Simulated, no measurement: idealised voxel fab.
process module | voxel wiring stack
cross-section cut | 195 nm wide | cells 5 nm
A cross-section is a grid of square cells, given in bands from the top down. A band is one or more rows of cells.
Each band's line starts with the height of the band's top and of its bottom, in nm. Then come its materials from left to right, each with its width in nm. One material with "throughout" fills the band from edge to edge. "air" is empty space.
Height 0 is the level under which the wafer as received is all one material. The lowest band goes on downwards, as in "0 down".
A width such as "30 to 40" changes by the same amount from each row of cells to the next, from the band's top row to its bottom row.
"no change" after a step means that no cell of the cross-section changed.
closed voids: empty space of 8 cells or more with no open way to the top, each as width x height at its distance from the left edge, in nm
after a step's settings: what the simulator itself notes on the step
overlay nm, on a step with a mask: how far to the right of its planned place the mask lay; to the left if negative
plan
1 op RECEIVE | material Si
2 op CONFORMAL_DEP | material SiO2 | thk nm 15
3 op DIRECTIONAL_DEP | material TiN | thk nm 5
4 op DIRECTIONAL_DEP | material W | thk nm 20
5 op MASKED_ETCH | tone cover | mask id METAL_1 | width nm 25 | pitch nm 55 | etch materials W | depth nm 20 | overlay nm 0
6 op MASKED_ETCH | tone cover | mask id METAL_1 | width nm 25 | pitch nm 55 | etch materials TiN | depth nm 5 | overlay nm 0
7 op CONFORMAL_DEP | material SiN | thk nm 5
8 op FILL_DEP | material lowk | thk nm 5
9 op CMP | height nm 40
10 op CONFORMAL_DEP | material SiCN | thk nm 5
11 op DIRECTIONAL_DEP | material SiO2 | thk nm 15
12 op DIRECTIONAL_DEP | material aC | thk nm 10
13 op PATTERN | tone open | mask id PLUG_1 | material resist | width nm 15 | thk nm 25 | overlay nm 0
14 op DIRECTIONAL_ETCH | etch materials aC | depth nm 10
15 op STRIP | etch materials resist
16 op DIRECTIONAL_ETCH | etch materials SiO2 | depth nm 15
17 op DIRECTIONAL_ETCH | etch materials SiCN | depth nm 5
18 op STRIP | etch materials aC
19 op EPI | material Ru | thk nm 10
20 op EPI | material Ru | thk nm 10
21 op CONFORMAL_DEP | material SiN | thk nm 5
22 op DIRECTIONAL_DEP | material SiO2 | thk nm 25
23 op PATTERN | tone open | mask id METAL_2 | material resist | width nm 25 | pitch nm 55 | thk nm 15 | overlay nm 0
24 op DIRECTIONAL_ETCH | etch materials SiO2 | depth nm 25
25 op DIRECTIONAL_ETCH | etch materials SiN | depth nm 5
26 op STRIP | etch materials resist
27 op CONFORMAL_DEP | material TiN | thk nm 5
28 op FILL_DEP | material W | thk nm 10
29 op CMP | height nm 90
30 op CONFORMAL_DEP | material SiN | thk nm 5
first wafer, as planned
as received, after step 1
  0 down: Si throughout
  closed voids: none
after step 2
  15 to 0: SiO2 throughout
  below 0: unchanged
after step 3
  20 to 15: TiN throughout
  below 15: unchanged
after step 4
  40 to 20: W throughout
  below 20: unchanged
after step 5
  40 to 20: air 55 | W 25 | air 30 | W 25 | air 60
  below 20: unchanged
after step 6
  40 to 20: air 55 | W 25 | air 30 | W 25 | air 60
  20 to 15: air 55 | TiN 25 | air 30 | TiN 25 | air 60
  below 15: unchanged
after step 7
  45 to 40: air 50 | SiN 35 | air 20 | SiN 35 | air 55
  40 to 20: air 50 | SiN 5 | W 25 | SiN 5 | air 20 | SiN 5 | W 25 | SiN 5 | air 55
  20 to 15: SiN 55 | TiN 25 | SiN 30 | TiN 25 | SiN 60
  below 15: unchanged
after step 8
  50 to 45: lowk throughout
  45 to 40: lowk 50 | SiN 35 | lowk 20 | SiN 35 | lowk 55
  40 to 20: lowk 50 | SiN 5 | W 25 | SiN 5 | lowk 20 | SiN 5 | W 25 | SiN 5 | lowk 55
  below 20: unchanged
after step 9
  40 to 20: lowk 50 | SiN 5 | W 25 | SiN 5 | lowk 20 | SiN 5 | W 25 | SiN 5 | lowk 55
  below 20: unchanged
after step 10
  45 to 40: SiCN throughout
  below 40: unchanged
after step 11
  60 to 45: SiO2 throughout
  below 45: unchanged
after step 12
  70 to 60: aC throughout
  below 60: unchanged
after step 13
  95 to 70: resist 55 | air 15 | resist 125
  below 70: unchanged
after step 14
  85 to 70: resist 55 | air 15 | resist 125
  70 to 60: aC 55 | air 15 | aC 125
  below 60: unchanged
after step 15
  70 to 60: aC 55 | air 15 | aC 125
  below 60: unchanged
after step 16
  70 to 60: aC 55 | air 15 | aC 125
  60 to 45: SiO2 55 | air 15 | SiO2 125
  below 45: unchanged
after step 17
  70 to 60: aC 55 | air 15 | aC 125
  60 to 45: SiO2 55 | air 15 | SiO2 125
  45 to 40: SiCN 55 | air 15 | SiCN 125
  below 40: unchanged
after step 18
  60 to 45: SiO2 55 | air 15 | SiO2 125
  below 45: unchanged
after step 19
  60 to 50: SiO2 55 | air 15 | SiO2 125
  50 to 45: SiO2 55 | Ru 15 | SiO2 125
  45 to 40: SiCN 55 | Ru 15 | SiCN 125
  below 40: unchanged
after step 20
  60 to 45: SiO2 55 | Ru 15 | SiO2 125
  below 45: unchanged
after step 21
  65 to 60: SiN throughout
  below 60: unchanged
after step 22
  90 to 65: SiO2 throughout
  below 65: unchanged
after step 23
  105 to 90: resist 55 | air 25 | resist 30 | air 25 | resist 60
  below 90: unchanged
after step 24
  105 to 90: resist 55 | air 25 | resist 30 | air 25 | resist 60
  90 to 65: SiO2 55 | air 25 | SiO2 30 | air 25 | SiO2 60
  below 65: unchanged
after step 25
  105 to 90: resist 55 | air 25 | resist 30 | air 25 | resist 60
  90 to 65: SiO2 55 | air 25 | SiO2 30 | air 25 | SiO2 60
  65 to 60: SiN 55 | air 25 | SiN 30 | air 25 | SiN 60
  below 60: unchanged
after step 26
  90 to 65: SiO2 55 | air 25 | SiO2 30 | air 25 | SiO2 60
  below 65: unchanged
after step 27
  95 to 90: TiN 60 | air 15 | TiN 40 | air 15 | TiN 65
  90 to 65: SiO2 55 | TiN 5 | air 15 | TiN 5 | SiO2 30 | TiN 5 | air 15 | TiN 5 | SiO2 60
  65 to 60: SiN 55 | TiN 25 | SiN 30 | TiN 25 | SiN 60
  below 60: unchanged
after step 28
  105 to 95: W throughout
  95 to 90: TiN 60 | W 15 | TiN 40 | W 15 | TiN 65
  90 to 65: SiO2 55 | TiN 5 | W 15 | TiN 5 | SiO2 30 | TiN 5 | W 15 | TiN 5 | SiO2 60
  below 65: unchanged
after step 29
  90 to 65: SiO2 55 | TiN 5 | W 15 | TiN 5 | SiO2 30 | TiN 5 | W 15 | TiN 5 | SiO2 60
  below 65: unchanged
after step 30
  95 to 90: SiN throughout
  below 90: unchanged
second wafer: like start, like plan, one mistake. Through step 12 it matches the first wafer
when step 13 should have ended
  95 to 70: resist 55 | air 20 | resist 120
  below 70: unchanged
when step 14 should have ended
  85 to 70: resist 55 | air 20 | resist 120
  70 to 60: aC 55 | air 20 | aC 120
  below 60: unchanged
when step 15 should have ended
  70 to 60: aC 55 | air 20 | aC 120
  below 60: unchanged
when step 16 should have ended
  70 to 60: aC 55 | air 20 | aC 120
  60 to 45: SiO2 55 | air 20 | SiO2 120
  below 45: unchanged
when step 17 should have ended
  70 to 60: aC 55 | air 20 | aC 120
  60 to 45: SiO2 55 | air 20 | SiO2 120
  45 to 40: SiCN 55 | air 20 | SiCN 120
  below 40: unchanged
when step 18 should have ended
  60 to 45: SiO2 55 | air 20 | SiO2 120
  below 45: unchanged
when step 19 should have ended
  60 to 50: SiO2 55 | air 20 | SiO2 120
  50 to 45: SiO2 55 | Ru 20 | SiO2 120
  45 to 40: SiCN 55 | Ru 20 | SiCN 120
  below 40: unchanged
when step 20 should have ended
  60 to 45: SiO2 55 | Ru 20 | SiO2 120
  below 45: unchanged
when step 21 should have ended
  65 to 60: SiN throughout
  below 60: unchanged
when step 22 should have ended
  90 to 65: SiO2 throughout
  below 65: unchanged
when step 23 should have ended
  105 to 90: resist 55 | air 25 | resist 30 | air 25 | resist 60
  below 90: unchanged
when step 24 should have ended
  105 to 90: resist 55 | air 25 | resist 30 | air 25 | resist 60
  90 to 65: SiO2 55 | air 25 | SiO2 30 | air 25 | SiO2 60
  below 65: unchanged
when step 25 should have ended
  105 to 90: resist 55 | air 25 | resist 30 | air 25 | resist 60
  90 to 65: SiO2 55 | air 25 | SiO2 30 | air 25 | SiO2 60
  65 to 60: SiN 55 | air 25 | SiN 30 | air 25 | SiN 60
  below 60: unchanged
when step 26 should have ended
  90 to 65: SiO2 55 | air 25 | SiO2 30 | air 25 | SiO2 60
  below 65: unchanged
when step 27 should have ended
  95 to 90: TiN 60 | air 15 | TiN 40 | air 15 | TiN 65
  90 to 65: SiO2 55 | TiN 5 | air 15 | TiN 5 | SiO2 30 | TiN 5 | air 15 | TiN 5 | SiO2 60
  65 to 60: SiN 55 | TiN 25 | SiN 30 | TiN 25 | SiN 60
  below 60: unchanged
when step 28 should have ended
  105 to 95: W throughout
  95 to 90: TiN 60 | W 15 | TiN 40 | W 15 | TiN 65
  90 to 65: SiO2 55 | TiN 5 | W 15 | TiN 5 | SiO2 30 | TiN 5 | W 15 | TiN 5 | SiO2 60
  below 65: unchanged
when step 29 should have ended
  90 to 65: SiO2 55 | TiN 5 | W 15 | TiN 5 | SiO2 30 | TiN 5 | W 15 | TiN 5 | SiO2 60
  below 65: unchanged
when step 30 should have ended
  95 to 90: SiN throughout
  below 90: unchanged
what went wrong: step 13 ran as: op PATTERN | tone open | mask id PLUG_1 | material resist | width nm 20 | thk nm 25 | overlay nm 0
at the end the second wafer has, in cells: 4 more of Ru | 1 fewer of SiCN | 3 fewer of SiO2
